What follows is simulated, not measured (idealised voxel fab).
The document below concerns the process module designated voxel transistor to metal.
For reference, the cross-section in this document is cut, with width 185 nm and square cells of 5 nm.
Each cross-section below is a grid of square cells, stated as bands in top-down order, with one or more rows of cells making up each band. The band entry comprises the height of the band's top followed by the height of its bottom, expressed in nm, and subsequently the band's materials from left to right, each stated together with its width in nm. Where a single material is marked with the word "edge to edge", that material fills the band from edge to edge. The word "blank" represents empty space. Heights are measured from 0, the level below which the as-received wafer is all one material; the lowest band has no bottom and continues downward, written as in "top 0, no bottom". The notation "30 to 40" denotes a width that varies across the rows of cells in the band, beginning at the first number in the top row, finishing at the second number in the bottom row, and changing by an identical amount from each row to the next. The cross-section has no changed cell in any step marked "remained the same". Closed empty spaces (no open way to the top) of 8 cells or more are what "Closed internal cavities" lists, each as width x height at distance from the left edge, nm for all three. Post-settings text on a step line: simulator's own remark regarding the step. When a step includes a mask, the "overlay nm" setting on its line states how far to the right of its planned place that mask lay, and negative values state how far to the left.

These are the steps we planned for the process:
- 1: RECEIVE,material Si
- 2: OXIDIZE,depth nm 5
- 3: CONFORMAL_DEP,material SiN,thk nm 10
- 4: DIRECTIONAL_DEP,material aC,thk nm 10
- 5: PATTERN,tone cover,mask id ACTIVE,material resist,width nm 95,thk nm 30,overlay nm 0
- 6: DIRECTIONAL_ETCH,etch materials aC,depth nm 10
- 7: STRIP,etch materials resist
- 8: DIRECTIONAL_ETCH,etch materials SiN,depth nm 10
- 9: DIRECTIONAL_ETCH,etch materials SiO2,depth nm 5
- 10: DIRECTIONAL_ETCH,etch materials Si,depth nm 25
- 11: STRIP,etch materials aC
- 12: FILL_DEP,material SiO2,thk nm 10
- 13: CMP,height nm 10
- 14: SELECTIVE_ETCH,etch materials SiO2,depth nm 5
- 15: STRIP,etch materials SiN
- 16: SELECTIVE_ETCH,etch materials SiO2,depth nm 5
- 17: OXIDIZE,depth nm 5
- 18: DIRECTIONAL_DEP,material polySi,thk nm 20
- 19: DIRECTIONAL_DEP,material SiCN,thk nm 15
- 20: DIRECTIONAL_DEP,material aC,thk nm 10
- 21: PATTERN,tone cover,mask id GATE,material resist,width nm 25,thk nm 30,overlay nm 0
- 22: DIRECTIONAL_ETCH,etch materials aC,depth nm 10
- 23: STRIP,etch materials resist
- 24: DIRECTIONAL_ETCH,etch materials SiCN,depth nm 25
- 25: DIRECTIONAL_ETCH,etch materials polySi,depth nm 30
- 26: STRIP,etch materials aC
- 27: CONFORMAL_DEP,material SiN,thk nm 10
- 28: DIRECTIONAL_ETCH,etch materials SiN,depth nm 10
- 29: DIRECTIONAL_ETCH,etch materials SiO2,depth nm 5
- 30: EPI,material nSi,thk nm 5
- 31: FILL_DEP,material SiO2,thk nm 5
- 32: CMP,height nm 15
- 33: STRIP,etch materials polySi
- 34: SELECTIVE_ETCH,etch materials SiO2,depth nm 5
- 35: CONFORMAL_DEP,material HfO2,thk nm 5
- 36: CONFORMAL_DEP,material TiN,thk nm 5
- 37: FILL_DEP,material W,thk nm 10
- 38: CMP,height nm 10
- 39: DIRECTIONAL_DEP,material SiO2,thk nm 15
- 40: DIRECTIONAL_DEP,material aC,thk nm 10
- 41: PATTERN,tone open,mask id CONTACT,material resist,width nm 15,pitch nm 70,thk nm 30,overlay nm 0
- 42: DIRECTIONAL_ETCH,etch materials aC,depth nm 10
- 43: STRIP,etch materials resist
- 44: DIRECTIONAL_ETCH,etch materials SiO2,depth nm 30
- 45: STRIP,etch materials aC
- 46: CONFORMAL_DEP,material TiN,thk nm 5
- 47: FILL_DEP,material W,thk nm 5
- 48: CMP,height nm 25
- 49: DIRECTIONAL_DEP,material TiN,thk nm 5
- 50: DIRECTIONAL_DEP,material W,thk nm 15
- 51: DIRECTIONAL_DEP,material aC,thk nm 15
- 52: PATTERN,tone cover,mask id METAL_1,material resist,width nm 15,pitch nm 70,thk nm 35,overlay nm 0
- 53: DIRECTIONAL_ETCH,etch materials aC,depth nm 15
- 54: STRIP,etch materials resist
- 55: DIRECTIONAL_ETCH,etch materials W,depth nm 15
- 56: DIRECTIONAL_ETCH,etch materials TiN,depth nm 5
- 57: STRIP,etch materials aC
- 58: FILL_DEP,material lowk,thk nm 10
- 59: CMP,height nm 45
- 60: CONFORMAL_DEP,material SiCN,thk nm 5
- 61: DIRECTIONAL_DEP,material SiO2,thk nm 35
- 62: PATTERN,tone open,mask id METAL_2,material resist,width nm 15,pitch nm 70,thk nm 20,overlay nm 0
- 63: DIRECTIONAL_ETCH,etch materials SiO2,depth nm 20
- 64: STRIP,etch materials resist
- 65: MASKED_ETCH,tone open,mask id METAL_2_HOLES,width nm 15,pitch nm 70,etch materials SiO2,depth nm 15,overlay nm 0
- 66: MASKED_ETCH,tone open,mask id METAL_2_HOLES,width nm 15,pitch nm 70,etch materials SiCN,depth nm 5,overlay nm 0
- 67: CONFORMAL_DEP,material TiN,thk nm 5
- 68: FILL_DEP,material Cu,thk nm 10
- 69: CMP,height nm 85
- 70: CONFORMAL_DEP,material SiCN,thk nm 5

First of two wafers, processed according to plan:

Incoming wafer, cross-sectional view, post step 1:
- top 0, no bottom: Si edge to edge
- Closed internal cavities: none

Upon completion of step 2, the wafer appears in cross-section as shown:
- top 0, bottom -5: SiO2 edge to edge
- Lower than -5, everything is as it was.

Upon completion of step 3, the wafer appears in cross-section as shown:
- top 10, bottom 0: SiN edge to edge
- Lower than 0, everything is as it was.

Upon completion of step 4, the wafer appears in cross-section as shown:
- top 20, bottom 10: aC edge to edge
- Lower than 10, everything is as it was.

Upon completion of step 5, the wafer appears in cross-section as shown:
- top 50, bottom 20: blank=45, resist=95, blank=45
- Lower than 20, everything is as it was.

Upon completion of step 6, the wafer appears in cross-section as shown:
- top 40, bottom 20: blank=45, resist=95, blank=45
- top 20, bottom 10: blank=45, aC=95, blank=45
- Lower than 10, everything is as it was.

Upon completion of step 7, the wafer appears in cross-section as shown:
- top 20, bottom 10: blank=45, aC=95, blank=45
- Lower than 10, everything is as it was.

Upon completion of step 8, the wafer appears in cross-section as shown:
- top 20, bottom 10: blank=45, aC=95, blank=45
- top 10, bottom 0: blank=45, SiN=95, blank=45
- Lower than 0, everything is as it was.

Upon completion of step 9, the wafer appears in cross-section as shown:
- top 20, bottom 10: blank=45, aC=95, blank=45
- top 10, bottom 0: blank=45, SiN=95, blank=45
- top 0, bottom -5: blank=45, SiO2=95, blank=45
- Lower than -5, everything is as it was.

Upon completion of step 10, the wafer appears in cross-section as shown:
- top 20, bottom 10: blank=45, aC=95, blank=45
- top 10, bottom 0: blank=45, SiN=95, blank=45
- top 0, bottom -5: blank=45, SiO2=95, blank=45
- top -5, bottom -30: blank=45, Si=95, blank=45
- Lower than -30, everything is as it was.

Upon completion of step 11, the wafer appears in cross-section as shown:
- top 10, bottom 0: blank=45, SiN=95, blank=45
- Lower than 0, everything is as it was.

Upon completion of step 12, the wafer appears in cross-section as shown:
- top 20, bottom 10: SiO2 edge to edge
- top 10, bottom 0: SiO2=45, SiN=95, SiO2=45
- top 0, bottom -5: SiO2 edge to edge
- top -5, bottom -30: SiO2=45, Si=95, SiO2=45
- Lower than -30, everything is as it was.

Upon completion of step 13, the wafer appears in cross-section as shown:
- top 10, bottom 0: SiO2=45, SiN=95, SiO2=45
- Lower than 0, everything is as it was.

Upon completion of step 14, the wafer appears in cross-section as shown:
- top 10, bottom 5: blank=45, SiN=95, blank=45
- Lower than 5, everything is as it was.

Upon completion of step 15, the wafer appears in cross-section as shown:
- top 5, bottom 0: SiO2=45, blank=95, SiO2=45
- Lower than 0, everything is as it was.

Upon completion of step 16, the wafer appears in cross-section as shown:
- top 0, bottom -5: SiO2=40, blank=105, SiO2=40
- Lower than -5, everything is as it was.

Upon completion of step 17, the wafer appears in cross-section as shown:
- top 0, bottom -5: SiO2=40, blank=105, SiO2=40
- top -5, bottom -10: SiO2 edge to edge
- Lower than -10, everything is as it was.

Upon completion of step 18, the wafer appears in cross-section as shown:
- top 20, bottom 15: polySi=40, blank=105, polySi=40
- top 15, bottom 0: polySi edge to edge
- top 0, bottom -5: SiO2=40, polySi=105, SiO2=40
- Lower than -5, everything is as it was.

Upon completion of step 19, the wafer appears in cross-section as shown:
- top 35, bottom 30: SiCN=40, blank=105, SiCN=40
- top 30, bottom 20: SiCN edge to edge
- top 20, bottom 15: polySi=40, SiCN=105, polySi=40
- Lower than 15, everything is as it was.

Upon completion of step 20, the wafer appears in cross-section as shown:
- top 45, bottom 40: aC=40, blank=105, aC=40
- top 40, bottom 35: aC edge to edge
- top 35, bottom 30: SiCN=40, aC=105, SiCN=40
- Lower than 30, everything is as it was.

Upon completion of step 21, the wafer appears in cross-section as shown:
- top 75, bottom 45: blank=80, resist=25, blank=80
- top 45, bottom 40: aC=40, blank=40, resist=25, blank=40, aC=40
- Lower than 40, everything is as it was.

Upon completion of step 22, the wafer appears in cross-section as shown:
- top 65, bottom 40: blank=80, resist=25, blank=80
- top 40, bottom 35: blank=80, aC=25, blank=80
- top 35, bottom 30: SiCN=40, blank=40, aC=25, blank=40, SiCN=40
- Lower than 30, everything is as it was.

Upon completion of step 23, the wafer appears in cross-section as shown:
- top 40, bottom 35: blank=80, aC=25, blank=80
- Lower than 35, everything is as it was.

Upon completion of step 24, the wafer appears in cross-section as shown:
- top 40, bottom 30: blank=80, aC=25, blank=80
- top 30, bottom 20: blank=80, SiCN=25, blank=80
- top 20, bottom 15: polySi=40, blank=40, SiCN=25, blank=40, polySi=40
- Lower than 15, everything is as it was.

Upon completion of step 25, the wafer appears in cross-section as shown:
- top 40, bottom 30: blank=80, aC=25, blank=80
- top 30, bottom 15: blank=80, SiCN=25, blank=80
- top 15, bottom 0: blank=80, polySi=25, blank=80
- top 0, bottom -5: SiO2=40, blank=40, polySi=25, blank=40, SiO2=40
- Lower than -5, everything is as it was.

Upon completion of step 26, the wafer appears in cross-section as shown:
- top 30, bottom 15: blank=80, SiCN=25, blank=80
- Lower than 15, everything is as it was.

Upon completion of step 27, the wafer appears in cross-section as shown:
- top 40, bottom 30: blank=70, SiN=45, blank=70
- top 30, bottom 15: blank=70, SiN=10, SiCN=25, SiN=10, blank=70
- top 15, bottom 10: blank=70, SiN=10, polySi=25, SiN=10, blank=70
- top 10, bottom 5: SiN=50, blank=20, SiN=10, polySi=25, SiN=10, blank=20, SiN=50
- top 5, bottom 0: SiN=80, polySi=25, SiN=80
- top 0, bottom -5: SiO2=40, SiN=40, polySi=25, SiN=40, SiO2=40
- Lower than -5, everything is as it was.

Upon completion of step 28, the wafer appears in cross-section as shown:
- top 30, bottom 15: blank=70, SiN=10, SiCN=25, SiN=10, blank=70
- top 15, bottom 0: blank=70, SiN=10, polySi=25, SiN=10, blank=70
- top 0, bottom -5: SiO2=40, SiN=10, blank=20, SiN=10, polySi=25, SiN=10, blank=20, SiN=10, SiO2=40
- Lower than -5, everything is as it was.

Upon completion of step 29, the wafer appears in cross-section as shown:
- top 30, bottom 15: blank=70, SiN=10, SiCN=25, SiN=10, blank=70
- top 15, bottom 0: blank=70, SiN=10, polySi=25, SiN=10, blank=70
- top 0, bottom -5: blank=40, SiN=10, blank=20, SiN=10, polySi=25, SiN=10, blank=20, SiN=10, blank=40
- top -5, bottom -10: SiO2=50, blank=20, SiO2=45, blank=20, SiO2=50
- Lower than -10, everything is as it was.

Upon completion of step 30, the wafer appears in cross-section as shown:
- top 30, bottom 15: blank=70, SiN=10, SiCN=25, SiN=10, blank=70
- top 15, bottom 0: blank=70, SiN=10, polySi=25, SiN=10, blank=70
- top 0, bottom -5: blank=40, SiN=10, blank=20, SiN=10, polySi=25, SiN=10, blank=20, SiN=10, blank=40
- top -5, bottom -10: SiO2=50, nSi=20, SiO2=45, nSi=20, SiO2=50
- Lower than -10, everything is as it was.

Upon completion of step 31, the wafer appears in cross-section as shown:
- top 35, bottom 30: SiO2 edge to edge
- top 30, bottom 15: SiO2=70, SiN=10, SiCN=25, SiN=10, SiO2=70
- top 15, bottom 0: SiO2=70, SiN=10, polySi=25, SiN=10, SiO2=70
- top 0, bottom -5: SiO2=40, SiN=10, SiO2=20, SiN=10, polySi=25, SiN=10, SiO2=20, SiN=10, SiO2=40
- Lower than -5, everything is as it was.

Upon completion of step 32, the wafer appears in cross-section as shown:
- top 15, bottom 0: SiO2=70, SiN=10, polySi=25, SiN=10, SiO2=70
- Lower than 0, everything is as it was.

Upon completion of step 33, the wafer appears in cross-section as shown:
- top 15, bottom 0: SiO2=70, SiN=10, blank=25, SiN=10, SiO2=70
- top 0, bottom -5: SiO2=40, SiN=10, SiO2=20, SiN=10, blank=25, SiN=10, SiO2=20, SiN=10, SiO2=40
- Lower than -5, everything is as it was.

Upon completion of step 34, the wafer appears in cross-section as shown:
- top 15, bottom 10: blank=70, SiN=10, blank=25, SiN=10, blank=70
- top 10, bottom 0: SiO2=70, SiN=10, blank=25, SiN=10, SiO2=70
- top 0, bottom -5: SiO2=40, SiN=10, SiO2=20, SiN=10, blank=25, SiN=10, SiO2=20, SiN=10, SiO2=40
- top -5, bottom -10: SiO2=50, nSi=20, SiO2=5, blank=35, SiO2=5, nSi=20, SiO2=50
- Lower than -10, everything is as it was.

Upon completion of step 35, the wafer appears in cross-section as shown:
- top 20, bottom 15: blank=65, HfO2=20, blank=15, HfO2=20, blank=65
- top 15, bottom 10: HfO2=70, SiN=10, HfO2=5, blank=15, HfO2=5, SiN=10, HfO2=70
- top 10, bottom 0: SiO2=70, SiN=10, HfO2=5, blank=15, HfO2=5, SiN=10, SiO2=70
- top 0, bottom -5: SiO2=40, SiN=10, SiO2=20, SiN=10, HfO2=5, blank=15, HfO2=5, SiN=10, SiO2=20, SiN=10, SiO2=40
- top -5, bottom -10: SiO2=50, nSi=20, SiO2=5, HfO2=35, SiO2=5, nSi=20, SiO2=50
- Lower than -10, everything is as it was.

Upon completion of step 36, the wafer appears in cross-section as shown:
- top 25, bottom 20: blank=60, TiN=30, blank=5, TiN=30, blank=60
- top 20, bottom 15: TiN=65, HfO2=20, TiN=5, blank=5, TiN=5, HfO2=20, TiN=65
- top 15, bottom 10: HfO2=70, SiN=10, HfO2=5, TiN=5, blank=5, TiN=5, HfO2=5, SiN=10, HfO2=70
- top 10, bottom 0: SiO2=70, SiN=10, HfO2=5, TiN=5, blank=5, TiN=5, HfO2=5, SiN=10, SiO2=70
- top 0, bottom -5: SiO2=40, SiN=10, SiO2=20, SiN=10, HfO2=5, TiN=15, HfO2=5, SiN=10, SiO2=20, SiN=10, SiO2=40
- Lower than -5, everything is as it was.

Upon completion of step 37, the wafer appears in cross-section as shown:
- top 35, bottom 25: W edge to edge
- top 25, bottom 20: W=60, TiN=30, W=5, TiN=30, W=60
- top 20, bottom 15: TiN=65, HfO2=20, TiN=5, W=5, TiN=5, HfO2=20, TiN=65
- top 15, bottom 10: HfO2=70, SiN=10, HfO2=5, TiN=5, W=5, TiN=5, HfO2=5, SiN=10, HfO2=70
- top 10, bottom 0: SiO2=70, SiN=10, HfO2=5, TiN=5, W=5, TiN=5, HfO2=5, SiN=10, SiO2=70
- Lower than 0, everything is as it was.

Upon completion of step 38, the wafer appears in cross-section as shown:
- top 10, bottom 0: SiO2=70, SiN=10, HfO2=5, TiN=5, W=5, TiN=5, HfO2=5, SiN=10, SiO2=70
- Lower than 0, everything is as it was.

Upon completion of step 39, the wafer appears in cross-section as shown:
- top 25, bottom 10: SiO2 edge to edge
- Lower than 10, everything is as it was.

Upon completion of step 40, the wafer appears in cross-section as shown:
- top 35, bottom 25: aC edge to edge
- Lower than 25, everything is as it was.

Upon completion of step 41, the wafer appears in cross-section as shown:
- top 65, bottom 35: resist=50, blank=15, resist=55, blank=15, resist=50
- Lower than 35, everything is as it was.

Upon completion of step 42, the wafer appears in cross-section as shown:
- top 55, bottom 35: resist=50, blank=15, resist=55, blank=15, resist=50
- top 35, bottom 25: aC=50, blank=15, aC=55, blank=15, aC=50
- Lower than 25, everything is as it was.

Upon completion of step 43, the wafer appears in cross-section as shown:
- top 35, bottom 25: aC=50, blank=15, aC=55, blank=15, aC=50
- Lower than 25, everything is as it was.

Upon completion of step 44, the wafer appears in cross-section as shown:
- top 35, bottom 25: aC=50, blank=15, aC=55, blank=15, aC=50
- top 25, bottom 10: SiO2=50, blank=15, SiO2=55, blank=15, SiO2=50
- top 10, bottom 0: SiO2=50, blank=15, SiO2=5, SiN=10, HfO2=5, TiN=5, W=5, TiN=5, HfO2=5, SiN=10, SiO2=5, blank=15, SiO2=50
- top 0, bottom -5: SiO2=40, SiN=10, blank=15, SiO2=5, SiN=10, HfO2=5, TiN=15, HfO2=5, SiN=10, SiO2=5, blank=15, SiN=10, SiO2=40
- Lower than -5, everything is as it was.

Upon completion of step 45, the wafer appears in cross-section as shown:
- top 25, bottom 10: SiO2=50, blank=15, SiO2=55, blank=15, SiO2=50
- Lower than 10, everything is as it was.

Upon completion of step 46, the wafer appears in cross-section as shown:
- top 30, bottom 25: TiN=55, blank=5, TiN=65, blank=5, TiN=55
- top 25, bottom 10: SiO2=50, TiN=5, blank=5, TiN=5, SiO2=55, TiN=5, blank=5, TiN=5, SiO2=50
- top 10, bottom 0: SiO2=50, TiN=5, blank=5, TiN=5, SiO2=5, SiN=10, HfO2=5, TiN=5, W=5, TiN=5, HfO2=5, SiN=10, SiO2=5, TiN=5, blank=5, TiN=5, SiO2=50
- top 0, bottom -5: SiO2=40, SiN=10, TiN=15, SiO2=5, SiN=10, HfO2=5, TiN=15, HfO2=5, SiN=10, SiO2=5, TiN=15, SiN=10, SiO2=40
- Lower than -5, everything is as it was.

Upon completion of step 47, the wafer appears in cross-section as shown:
- top 35, bottom 30: W edge to edge
- top 30, bottom 25: TiN=55, W=5, TiN=65, W=5, TiN=55
- top 25, bottom 10: SiO2=50, TiN=5, W=5, TiN=5, SiO2=55, TiN=5, W=5, TiN=5, SiO2=50
- top 10, bottom 0: SiO2=50, TiN=5, W=5, TiN=5, SiO2=5, SiN=10, HfO2=5, TiN=5, W=5, TiN=5, HfO2=5, SiN=10, SiO2=5, TiN=5, W=5, TiN=5, SiO2=50
- Lower than 0, everything is as it was.

Upon completion of step 48, the wafer appears in cross-section as shown:
- top 25, bottom 10: SiO2=50, TiN=5, W=5, TiN=5, SiO2=55, TiN=5, W=5, TiN=5, SiO2=50
- Lower than 10, everything is as it was.

Upon completion of step 49, the wafer appears in cross-section as shown:
- top 30, bottom 25: TiN edge to edge
- Lower than 25, everything is as it was.

Upon completion of step 50, the wafer appears in cross-section as shown:
- top 45, bottom 30: W edge to edge
- Lower than 30, everything is as it was.

Upon completion of step 51, the wafer appears in cross-section as shown:
- top 60, bottom 45: aC edge to edge
- Lower than 45, everything is as it was.

Upon completion of step 52, the wafer appears in cross-section as shown:
- top 95, bottom 60: blank=50, resist=15, blank=55, resist=15, blank=50
- Lower than 60, everything is as it was.

Upon completion of step 53, the wafer appears in cross-section as shown:
- top 80, bottom 60: blank=50, resist=15, blank=55, resist=15, blank=50
- top 60, bottom 45: blank=50, aC=15, blank=55, aC=15, blank=50
- Lower than 45, everything is as it was.

Upon completion of step 54, the wafer appears in cross-section as shown:
- top 60, bottom 45: blank=50, aC=15, blank=55, aC=15, blank=50
- Lower than 45, everything is as it was.

Upon completion of step 55, the wafer appears in cross-section as shown:
- top 60, bottom 45: blank=50, aC=15, blank=55, aC=15, blank=50
- top 45, bottom 30: blank=50, W=15, blank=55, W=15, blank=50
- Lower than 30, everything is as it was.

Upon completion of step 56, the wafer appears in cross-section as shown:
- top 60, bottom 45: blank=50, aC=15, blank=55, aC=15, blank=50
- top 45, bottom 30: blank=50, W=15, blank=55, W=15, blank=50
- top 30, bottom 25: blank=50, TiN=15, blank=55, TiN=15, blank=50
- Lower than 25, everything is as it was.

Upon completion of step 57, the wafer appears in cross-section as shown:
- top 45, bottom 30: blank=50, W=15, blank=55, W=15, blank=50
- Lower than 30, everything is as it was.

Upon completion of step 58, the wafer appears in cross-section as shown:
- top 55, bottom 45: lowk edge to edge
- top 45, bottom 30: lowk=50, W=15, lowk=55, W=15, lowk=50
- top 30, bottom 25: lowk=50, TiN=15, lowk=55, TiN=15, lowk=50
- Lower than 25, everything is as it was.

Upon completion of step 59, the wafer appears in cross-section as shown:
- top 45, bottom 30: lowk=50, W=15, lowk=55, W=15, lowk=50
- Lower than 30, everything is as it was.

Upon completion of step 60, the wafer appears in cross-section as shown:
- top 50, bottom 45: SiCN edge to edge
- Lower than 45, everything is as it was.

Upon completion of step 61, the wafer appears in cross-section as shown:
- top 85, bottom 50: SiO2 edge to edge
- Lower than 50, everything is as it was.

Upon completion of step 62, the wafer appears in cross-section as shown:
- top 105, bottom 85: resist=50, blank=15, resist=55, blank=15, resist=50
- Lower than 85, everything is as it was.

Upon completion of step 63, the wafer appears in cross-section as shown:
- top 105, bottom 85: resist=50, blank=15, resist=55, blank=15, resist=50
- top 85, bottom 65: SiO2=50, blank=15, SiO2=55, blank=15, SiO2=50
- Lower than 65, everything is as it was.

Upon completion of step 64, the wafer appears in cross-section as shown:
- top 85, bottom 65: SiO2=50, blank=15, SiO2=55, blank=15, SiO2=50
- Lower than 65, everything is as it was.

Upon completion of step 65, the wafer appears in cross-section as shown:
- top 85, bottom 50: SiO2=50, blank=15, SiO2=55, blank=15, SiO2=50
- Lower than 50, everything is as it was.

Upon completion of step 66, the wafer appears in cross-section as shown:
- top 85, bottom 50: SiO2=50, blank=15, SiO2=55, blank=15, SiO2=50
- top 50, bottom 45: SiCN=50, blank=15, SiCN=55, blank=15, SiCN=50
- Lower than 45, everything is as it was.

Upon completion of step 67, the wafer appears in cross-section as shown:
- top 90, bottom 85: TiN=55, blank=5, TiN=65, blank=5, TiN=55
- top 85, bottom 50: SiO2=50, TiN=5, blank=5, TiN=5, SiO2=55, TiN=5, blank=5, TiN=5, SiO2=50
- top 50, bottom 45: SiCN=50, TiN=15, SiCN=55, TiN=15, SiCN=50
- Lower than 45, everything is as it was.

Upon completion of step 68, the wafer appears in cross-section as shown:
- top 100, bottom 90: Cu edge to edge
- top 90, bottom 85: TiN=55, Cu=5, TiN=65, Cu=5, TiN=55
- top 85, bottom 50: SiO2=50, TiN=5, Cu=5, TiN=5, SiO2=55, TiN=5, Cu=5, TiN=5, SiO2=50
- Lower than 50, everything is as it was.

Upon completion of step 69, the wafer appears in cross-section as shown:
- top 85, bottom 50: SiO2=50, TiN=5, Cu=5, TiN=5, SiO2=55, TiN=5, Cu=5, TiN=5, SiO2=50
- Lower than 50, everything is as it was.

Upon completion of step 70, the wafer appears in cross-section as shown:
- top 90, bottom 85: SiCN edge to edge
- Lower than 85, everything is as it was.

Wafer two of two - same starting point, same process plan, one mistake in execution; matches wafer one up to and including step 64:

The second wafer cut through, at the time step 65 was supposed to be finished:
- top 70, bottom 65: SiO2=50, blank=15, SiO2=55, blank=15, SiO2=50
- Lower than 65, everything is as it was.

The second wafer cut through, at the time step 66 was supposed to be finished: remained the same

The second wafer cut through, at the time step 67 was supposed to be finished:
- top 75, bottom 70: TiN=55, blank=5, TiN=65, blank=5, TiN=55
- top 70, bottom 65: SiO2=50, TiN=15, SiO2=55, TiN=15, SiO2=50
- Lower than 65, everything is as it was.

The second wafer cut through, at the time step 68 was supposed to be finished:
- top 85, bottom 75: Cu edge to edge
- top 75, bottom 70: TiN=55, Cu=5, TiN=65, Cu=5, TiN=55
- Lower than 70, everything is as it was.

The second wafer cut through, at the time step 69 was supposed to be finished: remained the same

The second wafer cut through, at the time step 70 was supposed to be finished:
- top 90, bottom 85: SiCN edge to edge
- Lower than 85, everything is as it was.
Processing error: planned and actual differ for step 65; actual: MASKED_ETCH,tone cover,mask id METAL_2_HOLES,width nm 15,pitch nm 70,etch materials SiO2,depth nm 15,overlay nm 0
In the final state, the cell counts of the second wafer exceed or fall short of those of the first for the following materials: Cu: 62 more | SiCN: 6 more | SiO2: 75 fewer | TiN: 7 more
